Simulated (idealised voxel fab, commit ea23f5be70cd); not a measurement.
The following process module bears the name voxel capacitor over wiring.
The cross-section shown here is cut; it is 260 nm wide and divided into square cells measuring 5 nm on a side.
Cross-section layout: square cells on a grid; listed as bands, top to bottom; a band spans one or more cell rows.
Top height, bottom height, nm. Materials left to right, width each, nm. Single material + "all across" = fills band edge to edge. "empty" = empty.
All heights in this document are referenced to 0, defined as the level beneath which the wafer, as received, consists entirely of one material. The lowest band is not bounded below; it extends indefinitely downward and is written in the form "0..down".
Width "30 to 40": first value at the band's top row of cells, second value at its bottom row, equal change from row to row.
"remained unchanged" for a step: no cell of the cross-section changed in that step.
The entry titled "Closed internal voids" provides the empty spaces that have no open way to the top, restricted to those of 8 cells or more. Each is presented as width x height at distance, the distance being measured from the left edge, with all three in nm.
The remark found on a step's line after its settings is issued by the simulator itself and pertains to that step.
The "overlay nm" setting may appear on a step's line; for a step that uses a mask, it gives how far to the right of its planned position the mask lay, and a negative value indicates the left.
### plan
- 1: RECEIVE with material Si
- 2: CONFORMAL_DEP with material SiO2, thk nm 15
- 3: CONFORMAL_DEP with material SiCN, thk nm 5
- 4: DIRECTIONAL_DEP with material SiO2, thk nm 15
- 5: MASKED_ETCH with tone open, mask id METAL_1, width nm 30, pitch nm 100, etch materials SiO2, depth nm 15, overlay nm 0
- 6: MASKED_ETCH with tone open, mask id METAL_1, width nm 30, pitch nm 100, etch materials SiCN, depth nm 5, overlay nm 0
- 7: CONFORMAL_DEP with material TiN, thk nm 5
- 8: FILL_DEP with material Cu, thk nm 5
- 9: CMP with height nm 35
- 10: EPI with material Ru, thk nm 5
- 11: FILL_DEP with material SiCN, thk nm 5
- 12: DIRECTIONAL_DEP with material SiO2, thk nm 15
- 13: MASKED_ETCH with tone open, mask id PLUG_1, width nm 15, etch materials SiO2, depth nm 15, overlay nm 0
- 14: MASKED_ETCH with tone open, mask id PLUG_1, width nm 15, etch materials SiCN, depth nm 5, overlay nm 0
- 15: EPI with material Ru, thk nm 10
- 16: EPI with material Ru, thk nm 10
- 17: DIRECTIONAL_DEP with material TiN, thk nm 5
- 18: DIRECTIONAL_DEP with material Al2O3, thk nm 5
- 19: DIRECTIONAL_DEP with material TiN, thk nm 10
- 20: MASKED_ETCH with tone cover, mask id UPPER_PLATE, width nm 75, etch materials TiN, depth nm 10, overlay nm 0
- 21: MASKED_ETCH with tone cover, mask id UPPER_PLATE, width nm 75, etch materials Al2O3, depth nm 5, overlay nm 0
- 22: PATTERN with tone cover, mask id LOWER_PLATE, material resist, width nm 85, thk nm 15, overlay nm 0
- 23: DIRECTIONAL_ETCH with etch materials TiN, depth nm 5
- 24: STRIP with etch materials resist
- 25: FILL_DEP with material SiO2, thk nm 20
- 26: CMP with height nm 95
- 27: PATTERN with tone open, mask id PLUG_2, material resist, width nm 15, thk nm 15, overlay nm 0
- 28: DIRECTIONAL_ETCH with etch materials SiO2, depth nm 15
- 29: STRIP with etch materials resist
- 30: CONFORMAL_DEP with material TiN, thk nm 5
- 31: FILL_DEP with material Ru, thk nm 10
- 32: CMP with height nm 95
- 33: CONFORMAL_DEP with material SiN, thk nm 5
### As received (post step 1): cross-section
    0..down = Si all across
    Closed internal voids: none
### As-planned run: cross-section of the first of two wafers at end of module
    100..95 = SiN all across
    95..85 = SiO2 (90), then TiN (5), then Ru (5), then TiN (5), then SiO2 (155)
    85..80 = SiO2 (90), then TiN (15), then SiO2 (155)
    80..70 = SiO2 (80), then TiN (75), then SiO2 (105)
    70..65 = SiO2 (80), then Al2O3 (75), then SiO2 (105)
    65..60 = SiO2 (75), then TiN (85), then SiO2 (100)
    60..45 = SiO2 (80), then Ru (15), then SiO2 (165)
    45..40 = SiCN (80), then Ru (15), then SiCN (165)
    40..35 = SiCN (60), then Ru (40), then SiCN (60), then Ru (40), then SiCN (60)
    35..20 = SiO2 (65), then TiN (5), then Cu (20), then TiN (5), then SiO2 (70), then TiN (5), then Cu (20), then TiN (5), then SiO2 (65)
    20..15 = SiCN (65), then TiN (30), then SiCN (70), then TiN (30), then SiCN (65)
    15..0 = SiO2 all across
    0..down = Si all across
    Closed internal voids: none
### This is the second of the two wafers, cross-sectioned at the end of the module; it started exactly like the first and was given the same plan, but it was run with one mistake
    100..95 = SiN all across
    95..90 = SiO2 (90), then TiN (15), then SiO2 (155)
    90..80 = SiO2 (80), then TiN (25), then SiO2 (155)
    80..75 = SiO2 (80), then Al2O3 (25), then TiN (50), then SiO2 (105)
    75..70 = SiO2 (75), then TiN (80), then SiO2 (105)
    70..65 = SiO2 (70), then Ru (35), then Al2O3 (50), then SiO2 (105)
    65..60 = SiO2 (70), then Ru (35), then TiN (55), then SiO2 (100)
    60..45 = SiO2 (80), then Ru (15), then SiO2 (165)
    45..40 = SiCN (80), then Ru (15), then SiCN (165)
    40..35 = SiCN (60), then Ru (40), then SiCN (60), then Ru (40), then SiCN (60)
    35..20 = SiO2 (65), then TiN (5), then Cu (20), then TiN (5), then SiO2 (70), then TiN (5), then Cu (20), then TiN (5), then SiO2 (65)
    20..15 = SiCN (65), then TiN (30), then SiCN (70), then TiN (30), then SiCN (65)
    15..0 = SiO2 all across
    0..down = Si all across
    Closed internal voids: none
Diagnosis: one of 15 and 16 ran twice, no way to know which since they are all identical
The closing comparison, in cells, has the second wafer with more or fewer of some materials than the first: Ru: 12 more; SiO2: 8 fewer; TiN: 4 fewer
